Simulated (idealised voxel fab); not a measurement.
process module | voxel capacitor over wiring
cross-section cut | 280 nm wide | cells 5 nm
A cross-section is a grid of square cells, given in bands from the top down. A band is one or more rows of cells.
Each band's line starts with the height of the band's top and of its bottom, in nm. Then come its materials from left to right, each with its width in nm. One material with "throughout" fills the band from edge to edge. "air" is empty space.
Height 0 is the level under which the wafer as received is all one material. The lowest band goes on downwards, as in "0 down".
A width such as "30 to 40" changes by the same amount from each row of cells to the next, from the band's top row to its bottom row.
"no change" after a step means that no cell of the cross-section changed.
closed voids: empty space of 8 cells or more with no open way to the top, each as width x height at its distance from the left edge, in nm
after a step's settings: what the simulator itself notes on the step
overlay nm, on a step with a mask: how far to the right of its planned place the mask lay; to the left if negative
Each pair below shows a cross-section before one step and the cross-section after it, down to the lowest band that changed. The line under each pair gives the step between them, with its settings. The pairs can come from different runs of this module on the same starting wafer, so a pair continues from the pair above only where its "before" says so.
before
  0 down: Si throughout
  closed voids: none
after
  15 to 0: SiO2 throughout
  below 0: unchanged
  closed voids: none
the step between: op CONFORMAL_DEP | material SiO2 | thk nm 15
before: the cross-section after the pair above
after
  20 to 15: SiCN throughout
  below 15: unchanged
  closed voids: none
the step between: op CONFORMAL_DEP | material SiCN | thk nm 5
before: the cross-section after the pair above
after
  35 to 20: lowk throughout
  below 20: unchanged
  closed voids: none
the step between: op DIRECTIONAL_DEP | material lowk | thk nm 15
before: the cross-section after the pair above
after
  35 to 20: lowk 80 | air 25 | lowk 65 | air 25 | lowk 85
  below 20: unchanged
  closed voids: none
the step between: op MASKED_ETCH | tone open | mask id METAL_1 | width nm 25 | pitch nm 90 | etch materials lowk | depth nm 15 | overlay nm 0
before: the cross-section after the pair above
after
  35 to 20: lowk 80 | air 25 | lowk 65 | air 25 | lowk 85
  20 to 15: SiCN 80 | air 25 | SiCN 65 | air 25 | SiCN 85
  below 15: unchanged
  closed voids: none
the step between: op MASKED_ETCH | tone open | mask id METAL_1 | width nm 25 | pitch nm 90 | etch materials SiCN | depth nm 5 | overlay nm 0
before: the cross-section after the pair above
after
  40 to 35: TiN 85 | air 15 | TiN 75 | air 15 | TiN 90
  35 to 20: lowk 80 | TiN 5 | air 15 | TiN 5 | lowk 65 | TiN 5 | air 15 | TiN 5 | lowk 85
  20 to 15: SiCN 80 | TiN 25 | SiCN 65 | TiN 25 | SiCN 85
  below 15: unchanged
  closed voids: none
the step between: op CONFORMAL_DEP | material TiN | thk nm 5
before: the cross-section after the pair above
after
  45 to 40: Cu throughout
  40 to 35: TiN 85 | Cu 15 | TiN 75 | Cu 15 | TiN 90
  35 to 20: lowk 80 | TiN 5 | Cu 15 | TiN 5 | lowk 65 | TiN 5 | Cu 15 | TiN 5 | lowk 85
  below 20: unchanged
  closed voids: none
the step between: op FILL_DEP | material Cu | thk nm 5
before: the cross-section after the pair above
after
  35 to 20: lowk 80 | TiN 5 | Cu 15 | TiN 5 | lowk 65 | TiN 5 | Cu 15 | TiN 5 | lowk 85
  below 20: unchanged
  closed voids: none
the step between: op CMP | height nm 35
before: the cross-section after the pair above
after
  40 to 35: SiCN throughout
  below 35: unchanged
  closed voids: none
the step between: op CONFORMAL_DEP | material SiCN | thk nm 5
before: the cross-section after the pair above
after
  60 to 40: SiO2 throughout
  below 40: unchanged
  closed voids: none
the step between: op DIRECTIONAL_DEP | material SiO2 | thk nm 20
before: the cross-section after the pair above
after
  60 to 40: SiO2 90 | air 15 | SiO2 175
  below 40: unchanged
  closed voids: none
the step between: op MASKED_ETCH | tone open | mask id PLUG_1 | width nm 15 | etch materials SiO2 | depth nm 20 | overlay nm 0
before: the cross-section after the pair above
after
  60 to 40: SiO2 90 | air 15 | SiO2 175
  40 to 35: SiCN 90 | air 15 | SiCN 175
  below 35: unchanged
  closed voids: none
the step between: op MASKED_ETCH | tone open | mask id PLUG_1 | width nm 15 | etch materials SiCN | depth nm 5 | overlay nm 0
before: the cross-section after the pair above
after
  60 to 45: SiO2 90 | air 15 | SiO2 175
  45 to 40: SiO2 90 | Ru 15 | SiO2 175
  40 to 35: SiCN 90 | Ru 15 | SiCN 175
  below 35: unchanged
  closed voids: none
the step between: op EPI | material Ru | thk nm 10
before: the cross-section after the pair above
after
  60 to 55: SiO2 90 | air 15 | SiO2 175
  55 to 40: SiO2 90 | Ru 15 | SiO2 175
  below 40: unchanged
  closed voids: none
the step between: op EPI | material Ru | thk nm 10
before: the cross-section after the pair above
after
  60 to 40: SiO2 90 | Ru 15 | SiO2 175
  below 40: unchanged
  closed voids: none
the step between: op EPI | material Ru | thk nm 5
before: the cross-section after the pair above
after
  70 to 60: TiN throughout
  below 60: unchanged
  closed voids: none
the step between: op DIRECTIONAL_DEP | material TiN | thk nm 10
before: the cross-section after the pair above
after
  75 to 70: Al2O3 throughout
  below 70: unchanged
  closed voids: none
the step between: op DIRECTIONAL_DEP | material Al2O3 | thk nm 5
before: the cross-section after the pair above
after
  80 to 75: TiN throughout
  below 75: unchanged
  closed voids: none
the step between: op DIRECTIONAL_DEP | material TiN | thk nm 5
before: the cross-section after the pair above
after
  95 to 80: air 90 | resist 70 | air 120
  below 80: unchanged
  closed voids: none
the step between: op PATTERN | tone cover | mask id UPPER_PLATE | material resist | width nm 70 | thk nm 15 | overlay nm 0
before: the cross-section after the pair above
after
  95 to 80: air 90 | resist 70 | air 120
  80 to 75: air 90 | TiN 70 | air 120
  below 75: unchanged
  closed voids: none
the step between: op DIRECTIONAL_ETCH | etch materials TiN | depth nm 5
before: the cross-section after the pair above
after
  95 to 80: air 90 | resist 70 | air 120
  80 to 75: air 90 | TiN 70 | air 120
  75 to 70: air 90 | Al2O3 70 | air 120
  below 70: unchanged
  closed voids: none
the step between: op DIRECTIONAL_ETCH | etch materials Al2O3 | depth nm 5
before: the cross-section after the pair above
after
  80 to 75: air 90 | TiN 70 | air 120
  below 75: unchanged
  closed voids: none
the step between: op STRIP | etch materials resist
before: the cross-section after the pair above
after
  80 to 75: air 90 | TiN 70 | air 120
  75 to 70: air 90 | Al2O3 70 | air 120
  70 to 60: air 85 | TiN 80 | air 115
  below 60: unchanged
  closed voids: none
the step between: op MASKED_ETCH | tone cover | mask id LOWER_PLATE | width nm 80 | etch materials TiN | depth nm 10 | overlay nm 0
before: the cross-section after the pair above
after
  100 to 80: SiO2 throughout
  80 to 75: SiO2 90 | TiN 70 | SiO2 120
  75 to 70: SiO2 90 | Al2O3 70 | SiO2 120
  70 to 60: SiO2 85 | TiN 80 | SiO2 115
  below 60: unchanged
  closed voids: none
the step between: op FILL_DEP | material SiO2 | thk nm 20
before: the cross-section after the pair above
after
  95 to 80: SiO2 throughout
  below 80: unchanged
  closed voids: none
the step between: op CMP | height nm 95
before: the cross-section after the pair above
after
  115 to 95: resist 100 | air 15 | resist 165
  below 95: unchanged
  closed voids: none
the step between: op PATTERN | tone open | mask id PLUG_2 | material resist | width nm 15 | thk nm 20 | overlay nm 0
before: the cross-section after the pair above
after
  115 to 95: resist 100 | air 15 | resist 165
  95 to 80: SiO2 100 | air 15 | SiO2 165
  below 80: unchanged
  closed voids: none
the step between: op DIRECTIONAL_ETCH | etch materials SiO2 | depth nm 15
before: the cross-section after the pair above
after
  95 to 80: SiO2 100 | air 15 | SiO2 165
  below 80: unchanged
  closed voids: none
the step between: op STRIP | etch materials resist
before: the cross-section after the pair above
after
  100 to 95: TiN 105 | air 5 | TiN 170
  95 to 85: SiO2 100 | TiN 5 | air 5 | TiN 5 | SiO2 165
  85 to 75: SiO2 100 to 90 | TiN 15 to 70 | SiO2 165 to 120
  below 75: unchanged
  closed voids: none
the step between: op CONFORMAL_DEP | material TiN | thk nm 5
before: the cross-section after the pair above
after
  110 to 100: W throughout
  100 to 95: TiN 105 | W 5 | TiN 170
  95 to 85: SiO2 100 | TiN 5 | W 5 | TiN 5 | SiO2 165
  below 85: unchanged
  closed voids: none
the step between: op FILL_DEP | material W | thk nm 10
before: the cross-section after the pair above
after
  95 to 85: SiO2 100 | TiN 5 | W 5 | TiN 5 | SiO2 165
  below 85: unchanged
  closed voids: none
the step between: op CMP | height nm 95
before: the cross-section after the pair above
after
  100 to 95: SiCN throughout
  below 95: unchanged
  closed voids: none
the step between: op CONFORMAL_DEP | material SiCN | thk nm 5
before
  110 to 100: W throughout
  100 to 95: TiN 105 | W 5 | TiN 170
  95 to 85: SiO2 100 | TiN 5 | W 5 | TiN 5 | SiO2 165
  85 to 75: SiO2 100 to 90 | TiN 15 to 70 | SiO2 165 to 120
  75 to 70: SiO2 90 | Al2O3 70 | SiO2 120
  70 to 60: SiO2 85 | TiN 80 | SiO2 115
  60 to 40: SiO2 90 | Ru 15 | SiO2 175
  40 to 35: SiCN 90 | Ru 15 | SiCN 175
  35 to 20: lowk 80 | TiN 5 | Cu 15 | TiN 5 | lowk 65 | TiN 5 | Cu 15 | TiN 5 | lowk 85
  20 to 15: SiCN 80 | TiN 25 | SiCN 65 | TiN 25 | SiCN 85
  15 to 0: SiO2 throughout
  0 down: Si throughout
  closed voids: none
after
  115 to 110: SiCN throughout
  below 110: unchanged
  closed voids: none
the step between: op CONFORMAL_DEP | material SiCN | thk nm 5
before
  60 to 55: SiO2 90 | air 15 | SiO2 175
  55 to 40: SiO2 90 | Ru 15 | SiO2 175
  40 to 35: SiCN 90 | Ru 15 | SiCN 175
  35 to 20: lowk 80 | TiN 5 | Cu 15 | TiN 5 | lowk 65 | TiN 5 | Cu 15 | TiN 5 | lowk 85
  20 to 15: SiCN 80 | TiN 25 | SiCN 65 | TiN 25 | SiCN 85
  15 to 0: SiO2 throughout
  0 down: Si throughout
  closed voids: none
after
  65 to 60: air 85 | Ru 25 | air 170
  60 to 40: SiO2 90 | Ru 15 | SiO2 175
  below 40: unchanged
  closed voids: none
the step between: op EPI | material Ru | thk nm 10
before: the cross-section after the pair above
after
  70 to 60: air 80 | Ru 35 | air 165
  below 60: unchanged
  closed voids: none
the step between: op EPI | material Ru | thk nm 5
before: the cross-section after the pair above
after
  80 to 70: air 80 | TiN 35 | air 165
  70 to 60: TiN 80 | Ru 35 | TiN 165
  below 60: unchanged
  closed voids: none
the step between: op DIRECTIONAL_DEP | material TiN | thk nm 10
before: the cross-section after the pair above
after
  85 to 80: air 80 | Al2O3 35 | air 165
  80 to 75: air 80 | TiN 35 | air 165
  75 to 70: Al2O3 80 | TiN 35 | Al2O3 165
  below 70: unchanged
  closed voids: none
the step between: op DIRECTIONAL_DEP | material Al2O3 | thk nm 5
before: the cross-section after the pair above
after
  90 to 85: air 80 | TiN 35 | air 165
  85 to 80: air 80 | Al2O3 35 | air 165
  80 to 75: TiN throughout
  below 75: unchanged
  closed voids: none
the step between: op DIRECTIONAL_DEP | material TiN | thk nm 5
before: the cross-section after the pair above
after
  105 to 90: air 90 | resist 70 | air 120
  90 to 85: air 80 | TiN 35 | resist 45 | air 120
  85 to 80: air 80 | Al2O3 35 | resist 45 | air 120
  below 80: unchanged
  closed voids: none
the step between: op PATTERN | tone cover | mask id UPPER_PLATE | material resist | width nm 70 | thk nm 15 | overlay nm 0
before: the cross-section after the pair above
after
  105 to 90: air 90 | resist 70 | air 120
  90 to 85: air 90 | TiN 25 | resist 45 | air 120
  85 to 80: air 80 | Al2O3 35 | resist 45 | air 120
  80 to 75: air 80 | TiN 80 | air 120
  below 75: unchanged
  closed voids: none
the step between: op DIRECTIONAL_ETCH | etch materials TiN | depth nm 5
before: the cross-section after the pair above
after
  105 to 90: air 90 | resist 70 | air 120
  90 to 85: air 90 | TiN 25 | resist 45 | air 120
  85 to 80: air 90 | Al2O3 25 | resist 45 | air 120
  80 to 75: air 80 | TiN 80 | air 120
  75 to 70: air 80 | TiN 35 | Al2O3 45 | air 120
  below 70: unchanged
  closed voids: none
the step between: op DIRECTIONAL_ETCH | etch materials Al2O3 | depth nm 5
before: the cross-section after the pair above
after
  90 to 85: air 90 | TiN 25 | air 165
  85 to 80: air 90 | Al2O3 25 | air 165
  below 80: unchanged
  closed voids: none
the step between: op STRIP | etch materials resist
before: the cross-section after the pair above
after
  90 to 85: air 90 | TiN 25 | air 165
  85 to 80: air 90 | Al2O3 25 | air 165
  80 to 75: air 85 | TiN 75 | air 120
  75 to 70: air 85 | TiN 30 | Al2O3 45 | air 120
  70 to 60: air 80 | Ru 35 | TiN 50 | air 115
  below 60: unchanged
  closed voids: none
the step between: op MASKED_ETCH | tone cover | mask id LOWER_PLATE | width nm 80 | etch materials TiN | depth nm 10 | overlay nm 0
before: the cross-section after the pair above
after
  110 to 90: SiO2 throughout
  90 to 85: SiO2 90 | TiN 25 | SiO2 165
  85 to 80: SiO2 90 | Al2O3 25 | SiO2 165
  80 to 75: SiO2 85 | TiN 75 | SiO2 120
  75 to 70: SiO2 85 | TiN 30 | Al2O3 45 | SiO2 120
  70 to 60: SiO2 80 | Ru 35 | TiN 50 | SiO2 115
  below 60: unchanged
  closed voids: none
the step between: op FILL_DEP | material SiO2 | thk nm 20
before: the cross-section after the pair above
after
  95 to 90: SiO2 throughout
  below 90: unchanged
  closed voids: none
the step between: op CMP | height nm 95
before: the cross-section after the pair above
after
  115 to 95: resist 100 | air 15 | resist 165
  below 95: unchanged
  closed voids: none
the step between: op PATTERN | tone open | mask id PLUG_2 | material resist | width nm 15 | thk nm 20 | overlay nm 0
before: the cross-section after the pair above
after
  115 to 95: resist 100 | air 15 | resist 165
  95 to 90: SiO2 100 | air 15 | SiO2 165
  below 90: unchanged
  closed voids: none
the step between: op DIRECTIONAL_ETCH | etch materials SiO2 | depth nm 15
before: the cross-section after the pair above
after
  95 to 90: SiO2 100 | air 15 | SiO2 165
  below 90: unchanged
  closed voids: none
the step between: op STRIP | etch materials resist
before: the cross-section after the pair above
after
  100 to 95: TiN 105 | air 5 | TiN 170
  95 to 85: SiO2 100 to 90 | TiN 15 to 25 | SiO2 165
  below 85: unchanged
  closed voids: none
the step between: op CONFORMAL_DEP | material TiN | thk nm 5
before: the cross-section after the pair above
after
  110 to 100: W throughout
  100 to 95: TiN 105 | W 5 | TiN 170
  below 95: unchanged
  closed voids: none
the step between: op FILL_DEP | material W | thk nm 10
before: the cross-section after the pair above
after
  95 to 85: SiO2 100 to 90 | TiN 15 to 25 | SiO2 165
  below 85: unchanged
  closed voids: none
the step between: op CMP | height nm 95
before: the cross-section after the pair above
after
  100 to 95: SiCN throughout
  below 95: unchanged
  closed voids: none
the step between: op CONFORMAL_DEP | material SiCN | thk nm 5
before
  35 to 20: lowk 80 | TiN 5 | Cu 15 | TiN 5 | lowk 65 | TiN 5 | Cu 15 | TiN 5 | lowk 85
  20 to 15: SiCN 80 | TiN 25 | SiCN 65 | TiN 25 | SiCN 85
  15 to 0: SiO2 throughout
  0 down: Si throughout
  closed voids: none
after
  55 to 35: SiO2 throughout
  below 35: unchanged
  closed voids: none
the step between: op DIRECTIONAL_DEP | material SiO2 | thk nm 20
before: the cross-section after the pair above
after
  60 to 55: SiCN throughout
  below 55: unchanged
  closed voids: none
the step between: op CONFORMAL_DEP | material SiCN | thk nm 5
before: the cross-section after the pair above
after
  60 to 55: SiCN 90 | air 15 | SiCN 175
  below 55: unchanged
  closed voids: none
the step between: op MASKED_ETCH | tone open | mask id PLUG_1 | width nm 15 | etch materials SiCN | depth nm 5 | overlay nm 0
before: the cross-section after the pair above
after
  70 to 65: TiN 90 | air 15 | TiN 175
  65 to 60: TiN throughout
  60 to 55: SiCN 90 | TiN 15 | SiCN 175
  below 55: unchanged
  closed voids: none
the step between: op DIRECTIONAL_DEP | material TiN | thk nm 10
before: the cross-section after the pair above
after
  75 to 70: Al2O3 90 | air 15 | Al2O3 175
  70 to 65: TiN 90 | Al2O3 15 | TiN 175
  below 65: unchanged
  closed voids: none
the step between: op DIRECTIONAL_DEP | material Al2O3 | thk nm 5
before: the cross-section after the pair above
after
  80 to 75: TiN 90 | air 15 | TiN 175
  75 to 70: Al2O3 90 | TiN 15 | Al2O3 175
  below 70: unchanged
  closed voids: none
the step between: op DIRECTIONAL_DEP | material TiN | thk nm 5
before: the cross-section after the pair above
after
  95 to 80: air 90 | resist 70 | air 120
  80 to 75: TiN 90 | resist 15 | TiN 175
  below 75: unchanged
  closed voids: none
the step between: op PATTERN | tone cover | mask id UPPER_PLATE | material resist | width nm 70 | thk nm 15 | overlay nm 0
before: the cross-section after the pair above
after
  95 to 80: air 90 | resist 70 | air 120
  80 to 75: air 90 | resist 15 | TiN 55 | air 120
  below 75: unchanged
  closed voids: none
the step between: op DIRECTIONAL_ETCH | etch materials TiN | depth nm 5
before: the cross-section after the pair above
after
  95 to 80: air 90 | resist 70 | air 120
  80 to 75: air 90 | resist 15 | TiN 55 | air 120
  75 to 70: air 90 | TiN 15 | Al2O3 55 | air 120
  below 70: unchanged
  closed voids: none
the step between: op DIRECTIONAL_ETCH | etch materials Al2O3 | depth nm 5
before: the cross-section after the pair above
after
  80 to 75: air 105 | TiN 55 | air 120
  below 75: unchanged
  closed voids: none
the step between: op STRIP | etch materials resist
before: the cross-section after the pair above
after
  80 to 75: air 105 | TiN 55 | air 120
  75 to 70: air 90 | TiN 15 | Al2O3 55 | air 120
  70 to 65: air 85 | TiN 5 | Al2O3 15 | TiN 60 | air 115
  65 to 60: air 85 | TiN 80 | air 115
  below 60: unchanged
  closed voids: none
the step between: op MASKED_ETCH | tone cover | mask id LOWER_PLATE | width nm 80 | etch materials TiN | depth nm 10 | overlay nm 0
before: the cross-section after the pair above
after
  100 to 80: SiO2 throughout
  80 to 75: SiO2 105 | TiN 55 | SiO2 120
  75 to 70: SiO2 90 | TiN 15 | Al2O3 55 | SiO2 120
  70 to 65: SiO2 85 | TiN 5 | Al2O3 15 | TiN 60 | SiO2 115
  65 to 60: SiO2 85 | TiN 80 | SiO2 115
  below 60: unchanged
  closed voids: none
the step between: op FILL_DEP | material SiO2 | thk nm 20
before: the cross-section after the pair above
after
  95 to 80: SiO2 throughout
  below 80: unchanged
  closed voids: none
the step between: op CMP | height nm 95
before: the cross-section after the pair above
after
  115 to 95: resist 100 | air 15 | resist 165
  below 95: unchanged
  closed voids: none
the step between: op PATTERN | tone open | mask id PLUG_2 | material resist | width nm 15 | thk nm 20 | overlay nm 0
before: the cross-section after the pair above
after
  115 to 95: resist 100 | air 15 | resist 165
  95 to 80: SiO2 100 | air 15 | SiO2 165
  below 80: unchanged
  closed voids: none
the step between: op DIRECTIONAL_ETCH | etch materials SiO2 | depth nm 15
before: the cross-section after the pair above
after
  95 to 80: SiO2 100 | air 15 | SiO2 165
  below 80: unchanged
  closed voids: none
the step between: op STRIP | etch materials resist
before: the cross-section after the pair above
after
  100 to 95: TiN 105 | air 5 | TiN 170
  95 to 85: SiO2 100 | TiN 5 | air 5 | TiN 5 | SiO2 165
  85 to 75: SiO2 100 to 105 | TiN 15 to 55 | SiO2 165 to 120
  below 75: unchanged
  closed voids: none
the step between: op CONFORMAL_DEP | material TiN | thk nm 5
before: the cross-section after the pair above
after
  110 to 100: W throughout
  100 to 95: TiN 105 | W 5 | TiN 170
  95 to 85: SiO2 100 | TiN 5 | W 5 | TiN 5 | SiO2 165
  below 85: unchanged
  closed voids: none
the step between: op FILL_DEP | material W | thk nm 10
before: the cross-section after the pair above
after
  95 to 85: SiO2 100 | TiN 5 | W 5 | TiN 5 | SiO2 165
  below 85: unchanged
  closed voids: none
the step between: op CMP | height nm 95
before: the cross-section after the pair above
after
  100 to 95: SiCN throughout
  below 95: unchanged
  closed voids: none
the step between: op CONFORMAL_DEP | material SiCN | thk nm 5
before
  15 to 0: SiO2 throughout
  0 down: Si throughout
  closed voids: none
after
  30 to 15: SiCN throughout
  below 15: unchanged
  closed voids: none
the step between: op CONFORMAL_DEP | material SiCN | thk nm 15
before: the cross-section after the pair above
after
  45 to 30: lowk throughout
  below 30: unchanged
  closed voids: none
the step between: op DIRECTIONAL_DEP | material lowk | thk nm 15
before: the cross-section after the pair above
after
  45 to 30: lowk 80 | air 25 | lowk 65 | air 25 | lowk 85
  below 30: unchanged
  closed voids: none
the step between: op MASKED_ETCH | tone open | mask id METAL_1 | width nm 25 | pitch nm 90 | etch materials lowk | depth nm 15 | overlay nm 0
before: the cross-section after the pair above
after
  45 to 30: lowk 80 | air 25 | lowk 65 | air 25 | lowk 85
  30 to 25: SiCN 80 | air 25 | SiCN 65 | air 25 | SiCN 85
  below 25: unchanged
  closed voids: none
the step between: op MASKED_ETCH | tone open | mask id METAL_1 | width nm 25 | pitch nm 90 | etch materials SiCN | depth nm 5 | overlay nm 0
before: the cross-section after the pair above
after
  50 to 45: TiN 85 | air 15 | TiN 75 | air 15 | TiN 90
  45 to 30: lowk 80 | TiN 5 | air 15 | TiN 5 | lowk 65 | TiN 5 | air 15 | TiN 5 | lowk 85
  30 to 25: SiCN 80 | TiN 25 | SiCN 65 | TiN 25 | SiCN 85
  below 25: unchanged
  closed voids: none
the step between: op CONFORMAL_DEP | material TiN | thk nm 5
before: the cross-section after the pair above
after
  55 to 50: Cu throughout
  50 to 45: TiN 85 | Cu 15 | TiN 75 | Cu 15 | TiN 90
  45 to 30: lowk 80 | TiN 5 | Cu 15 | TiN 5 | lowk 65 | TiN 5 | Cu 15 | TiN 5 | lowk 85
  below 30: unchanged
  closed voids: none
the step between: op FILL_DEP | material Cu | thk nm 5
before: the cross-section after the pair above
after
  35 to 30: lowk 80 | TiN 5 | Cu 15 | TiN 5 | lowk 65 | TiN 5 | Cu 15 | TiN 5 | lowk 85
  below 30: unchanged
  closed voids: none
the step between: op CMP | height nm 35
before: the cross-section after the pair above
after
  40 to 35: SiCN throughout
  below 35: unchanged
  closed voids: none
the step between: op CONFORMAL_DEP | material SiCN | thk nm 5
before: the cross-section after the pair above
after
  60 to 40: SiO2 throughout
  below 40: unchanged
  closed voids: none
the step between: op DIRECTIONAL_DEP | material SiO2 | thk nm 20
before: the cross-section after the pair above
after
  60 to 40: SiO2 90 | air 15 | SiO2 175
  below 40: unchanged
  closed voids: none
the step between: op MASKED_ETCH | tone open | mask id PLUG_1 | width nm 15 | etch materials SiO2 | depth nm 20 | overlay nm 0
before: the cross-section after the pair above
after
  60 to 40: SiO2 90 | air 15 | SiO2 175
  40 to 35: SiCN 90 | air 15 | SiCN 175
  below 35: unchanged
  closed voids: none
the step between: op MASKED_ETCH | tone open | mask id PLUG_1 | width nm 15 | etch materials SiCN | depth nm 5 | overlay nm 0
before: the cross-section after the pair above
after
  60 to 45: SiO2 90 | air 15 | SiO2 175
  45 to 40: SiO2 90 | Ru 15 | SiO2 175
  40 to 35: SiCN 90 | Ru 15 | SiCN 175
  below 35: unchanged
  closed voids: none
the step between: op EPI | material Ru | thk nm 10
before: the cross-section after the pair above
after
  60 to 55: SiO2 90 | air 15 | SiO2 175
  55 to 40: SiO2 90 | Ru 15 | SiO2 175
  below 40: unchanged
  closed voids: none
the step between: op EPI | material Ru | thk nm 10
before: the cross-section after the pair above
after
  60 to 40: SiO2 90 | Ru 15 | SiO2 175
  below 40: unchanged
  closed voids: none
the step between: op EPI | material Ru | thk nm 5
before: the cross-section after the pair above
after
  70 to 60: TiN throughout
  below 60: unchanged
  closed voids: none
the step between: op DIRECTIONAL_DEP | material TiN | thk nm 10
before: the cross-section after the pair above
after
  75 to 70: Al2O3 throughout
  below 70: unchanged
  closed voids: none
the step between: op DIRECTIONAL_DEP | material Al2O3 | thk nm 5
before: the cross-section after the pair above
after
  80 to 75: TiN throughout
  below 75: unchanged
  closed voids: none
the step between: op DIRECTIONAL_DEP | material TiN | thk nm 5
before: the cross-section after the pair above
after
  95 to 80: air 90 | resist 70 | air 120
  below 80: unchanged
  closed voids: none
the step between: op PATTERN | tone cover | mask id UPPER_PLATE | material resist | width nm 70 | thk nm 15 | overlay nm 0
before: the cross-section after the pair above
after
  95 to 80: air 90 | resist 70 | air 120
  80 to 75: air 90 | TiN 70 | air 120
  below 75: unchanged
  closed voids: none
the step between: op DIRECTIONAL_ETCH | etch materials TiN | depth nm 5
before: the cross-section after the pair above
after
  95 to 80: air 90 | resist 70 | air 120
  80 to 75: air 90 | TiN 70 | air 120
  75 to 70: air 90 | Al2O3 70 | air 120
  below 70: unchanged
  closed voids: none
the step between: op DIRECTIONAL_ETCH | etch materials Al2O3 | depth nm 5
before: the cross-section after the pair above
after
  80 to 75: air 90 | TiN 70 | air 120
  below 75: unchanged
  closed voids: none
the step between: op STRIP | etch materials resist
before: the cross-section after the pair above
after
  80 to 75: air 90 | TiN 70 | air 120
  75 to 70: air 90 | Al2O3 70 | air 120
  70 to 60: air 85 | TiN 80 | air 115
  below 60: unchanged
  closed voids: none
the step between: op MASKED_ETCH | tone cover | mask id LOWER_PLATE | width nm 80 | etch materials TiN | depth nm 10 | overlay nm 0
before: the cross-section after the pair above
after
  100 to 80: SiO2 throughout
  80 to 75: SiO2 90 | TiN 70 | SiO2 120
  75 to 70: SiO2 90 | Al2O3 70 | SiO2 120
  70 to 60: SiO2 85 | TiN 80 | SiO2 115
  below 60: unchanged
  closed voids: none
the step between: op FILL_DEP | material SiO2 | thk nm 20
before: the cross-section after the pair above
after
  95 to 80: SiO2 throughout
  below 80: unchanged
  closed voids: none
the step between: op CMP | height nm 95
before: the cross-section after the pair above
after
  115 to 95: resist 100 | air 15 | resist 165
  below 95: unchanged
  closed voids: none
the step between: op PATTERN | tone open | mask id PLUG_2 | material resist | width nm 15 | thk nm 20 | overlay nm 0
before: the cross-section after the pair above
after
  115 to 95: resist 100 | air 15 | resist 165
  95 to 80: SiO2 100 | air 15 | SiO2 165
  below 80: unchanged
  closed voids: none
the step between: op DIRECTIONAL_ETCH | etch materials SiO2 | depth nm 15
before: the cross-section after the pair above
after
  95 to 80: SiO2 100 | air 15 | SiO2 165
  below 80: unchanged
  closed voids: none
the step between: op STRIP | etch materials resist
before: the cross-section after the pair above
after
  100 to 95: TiN 105 | air 5 | TiN 170
  95 to 85: SiO2 100 | TiN 5 | air 5 | TiN 5 | SiO2 165
  85 to 75: SiO2 100 to 90 | TiN 15 to 70 | SiO2 165 to 120
  below 75: unchanged
  closed voids: none
the step between: op CONFORMAL_DEP | material TiN | thk nm 5
before: the cross-section after the pair above
after
  110 to 100: W throughout
  100 to 95: TiN 105 | W 5 | TiN 170
  95 to 85: SiO2 100 | TiN 5 | W 5 | TiN 5 | SiO2 165
  below 85: unchanged
  closed voids: none
the step between: op FILL_DEP | material W | thk nm 10
before: the cross-section after the pair above
after
  95 to 85: SiO2 100 | TiN 5 | W 5 | TiN 5 | SiO2 165
  below 85: unchanged
  closed voids: none
the step between: op CMP | height nm 95
before: the cross-section after the pair above
after
  100 to 95: SiCN throughout
  below 95: unchanged
  closed voids: none
the step between: op CONFORMAL_DEP | material SiCN | thk nm 5
before
  80 to 75: air 90 | TiN 70 | air 120
  75 to 70: air 90 | Al2O3 70 | air 120
  70 to 60: TiN throughout
  60 to 40: SiO2 90 | Ru 15 | SiO2 175
  40 to 35: SiCN 90 | Ru 15 | SiCN 175
  35 to 20: lowk 80 | TiN 5 | Cu 15 | TiN 5 | lowk 65 | TiN 5 | Cu 15 | TiN 5 | lowk 85
  20 to 15: SiCN 80 | TiN 25 | SiCN 65 | TiN 25 | SiCN 85
  15 to 0: SiO2 throughout
  0 down: Si throughout
  closed voids: none
after
  80 to 75: air 90 | TiN 70 | air 120
  75 to 70: air 90 | Al2O3 70 | air 120
  70 to 60: air 80 | TiN 90 | air 110
  below 60: unchanged
  closed voids: none
the step between: op MASKED_ETCH | tone cover | mask id LOWER_PLATE | width nm 90 | etch materials TiN | depth nm 10 | overlay nm 0
before: the cross-section after the pair above
after
  100 to 80: SiO2 throughout
  80 to 75: SiO2 90 | TiN 70 | SiO2 120
  75 to 70: SiO2 90 | Al2O3 70 | SiO2 120
  70 to 60: SiO2 80 | TiN 90 | SiO2 110
  below 60: unchanged
  closed voids: none
the step between: op FILL_DEP | material SiO2 | thk nm 20
before: the cross-section after the pair above
after
  95 to 80: SiO2 throughout
  below 80: unchanged
  closed voids: none
the step between: op CMP | height nm 95
before: the cross-section after the pair above
after
  115 to 95: resist 100 | air 15 | resist 165
  below 95: unchanged
  closed voids: none
the step between: op PATTERN | tone open | mask id PLUG_2 | material resist | width nm 15 | thk nm 20 | overlay nm 0
before: the cross-section after the pair above
after
  115 to 95: resist 100 | air 15 | resist 165
  95 to 80: SiO2 100 | air 15 | SiO2 165
  below 80: unchanged
  closed voids: none
the step between: op DIRECTIONAL_ETCH | etch materials SiO2 | depth nm 15
before: the cross-section after the pair above
after
  95 to 80: SiO2 100 | air 15 | SiO2 165
  below 80: unchanged
  closed voids: none
the step between: op STRIP | etch materials resist
before: the cross-section after the pair above
after
  100 to 95: TiN 105 | air 5 | TiN 170
  95 to 85: SiO2 100 | TiN 5 | air 5 | TiN 5 | SiO2 165
  85 to 75: SiO2 100 to 90 | TiN 15 to 70 | SiO2 165 to 120
  below 75: unchanged
  closed voids: none
the step between: op CONFORMAL_DEP | material TiN | thk nm 5
before: the cross-section after the pair above
after
  110 to 100: W throughout
  100 to 95: TiN 105 | W 5 | TiN 170
  95 to 85: SiO2 100 | TiN 5 | W 5 | TiN 5 | SiO2 165
  below 85: unchanged
  closed voids: none
the step between: op FILL_DEP | material W | thk nm 10
before: the cross-section after the pair above
after
  95 to 85: SiO2 100 | TiN 5 | W 5 | TiN 5 | SiO2 165
  below 85: unchanged
  closed voids: none
the step between: op CMP | height nm 95
before: the cross-section after the pair above
after
  100 to 95: SiCN throughout
  below 95: unchanged
  closed voids: none
the step between: op CONFORMAL_DEP | material SiCN | thk nm 5
before
  95 to 80: SiO2 throughout
  80 to 75: SiO2 90 | TiN 70 | SiO2 120
  75 to 70: SiO2 90 | Al2O3 70 | SiO2 120
  70 to 60: SiO2 85 | TiN 80 | SiO2 115
  60 to 40: SiO2 90 | Ru 15 | SiO2 175
  40 to 35: SiCN 90 | Ru 15 | SiCN 175
  35 to 20: lowk 80 | TiN 5 | Cu 15 | TiN 5 | lowk 65 | TiN 5 | Cu 15 | TiN 5 | lowk 85
  20 to 15: SiCN 80 | TiN 25 | SiCN 65 | TiN 25 | SiCN 85
  15 to 0: SiO2 throughout
  0 down: Si throughout
  closed voids: none
after
  115 to 95: resist 110 | air 15 | resist 155
  below 95: unchanged
  closed voids: none
the step between: op PATTERN | tone open | mask id PLUG_2 | material resist | width nm 15 | thk nm 20 | overlay nm 10
